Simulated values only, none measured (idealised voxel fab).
You're looking at the process module voxel fin reveal.
The figure presents cross-section cut, which has a width of 170 nm and is divided into square cells with an edge length of 5 nm.
How to read a cross-section here: the picture is a grid of square cells, written as bands going from the top down, and any band can span one or more rows of cells.
Basically the band line says how high the top is and how high the bottom is, in nm, and then what's in it from left to right, every material with its width in nm. Empty space shows up as "empty", and if a single material carries "full width" it runs the full band edge to edge.
The reference from which all heights are counted is 0, the level beneath which the as-received wafer is entirely one material; the lowest band, having no lower bound, proceeds downward and is written after the example "from 0 down".
A width given as "30->40" starts at the first number in the band's top row and ends at the second number in its bottom row, shifting by an equal amount at every step from row to row.
Where a step carries "nothing got changed", the cross-section came out of it unchanged, cell for cell.
"Enclosed cavity list" contains a list of empty spaces, each no smaller than 8 cells and without an open way to the top, written in the form width x height at distance with the distance from the left edge and all three in nm.
Text after the settings on a step's line: the simulator's own remark on that step.
Among the settings permitted on a step's line is "overlay nm"; applied to a step with a mask, it specifies the extent to which the mask lay to the right of its planned position, whereas a negative figure signifies a position to the left.

# These are the steps we planned for the process
step 1: RECEIVE: material Si
step 2: CONFORMAL_DEP: material SiN, thk nm 5
step 3: PATTERN: tone cover, mask id FINS, material resist, width nm 15, pitch nm 35, thk nm 15, overlay nm 0
step 4: DIRECTIONAL_ETCH: etch materials SiN, depth nm 5
step 5: DIRECTIONAL_ETCH: etch materials Si, depth nm 40
step 6: STRIP: etch materials resist
step 7: OXIDIZE: depth nm 5
step 8: FILL_DEP: material SiO2, thk nm 5
step 9: CMP: height nm 5
step 10: SELECTIVE_ETCH: etch materials SiO2, depth nm 30
step 11: STRIP: etch materials SiN
step 12: CONFORMAL_DEP: material HfO2, thk nm 5

# Here's what the wafer looked like in cross-section when it arrived - that's after step 1
from 0 down  Si full width
Enclosed cavity list: none

# Module complete - cross-section of the first of two wafers, run according to plan
from 5 to 0  empty 40 | HfO2 15 | empty 20 | HfO2 15 | empty 20 | HfO2 15 | empty 45
from 0 to -20  empty 40 | HfO2 5 | Si 5 | HfO2 5 | empty 20 | HfO2 5 | Si 5 | HfO2 5 | empty 20 | HfO2 5 | Si 5 | HfO2 5 | empty 45
from -20 to -25  HfO2 45 | Si 5 | HfO2 30 | Si 5 | HfO2 30 | Si 5 | HfO2 50
from -25 to -45  SiO2 45 | Si 5 | SiO2 30 | Si 5 | SiO2 30 | Si 5 | SiO2 50
from -45 down  Si full width
Enclosed cavity list: none

# Second wafer cross-section at end of module - shared start and plan with the first, one mistake in the run
from 5 to 0  empty 35 | HfO2 15 | empty 20 | HfO2 15 | empty 20 | HfO2 15 | empty 50
from 0 to -20  empty 35 | HfO2 5 | Si 5 | HfO2 5 | empty 20 | HfO2 5 | Si 5 | HfO2 5 | empty 20 | HfO2 5 | Si 5 | HfO2 5 | empty 50
from -20 to -25  HfO2 40 | Si 5 | HfO2 30 | Si 5 | HfO2 30 | Si 5 | HfO2 55
from -25 to -45  SiO2 40 | Si 5 | SiO2 30 | Si 5 | SiO2 30 | Si 5 | SiO2 55
from -45 down  Si full width
Enclosed cavity list: none
What went wrong in running the wafer? note that step 3 departed from the planned setting and was carried out as PATTERN: tone cover, mask id FINS, material resist, width nm 15, pitch nm 35, thk nm 15, overlay nm -5
Both wafers, final: cells per material equal; arrangement not.
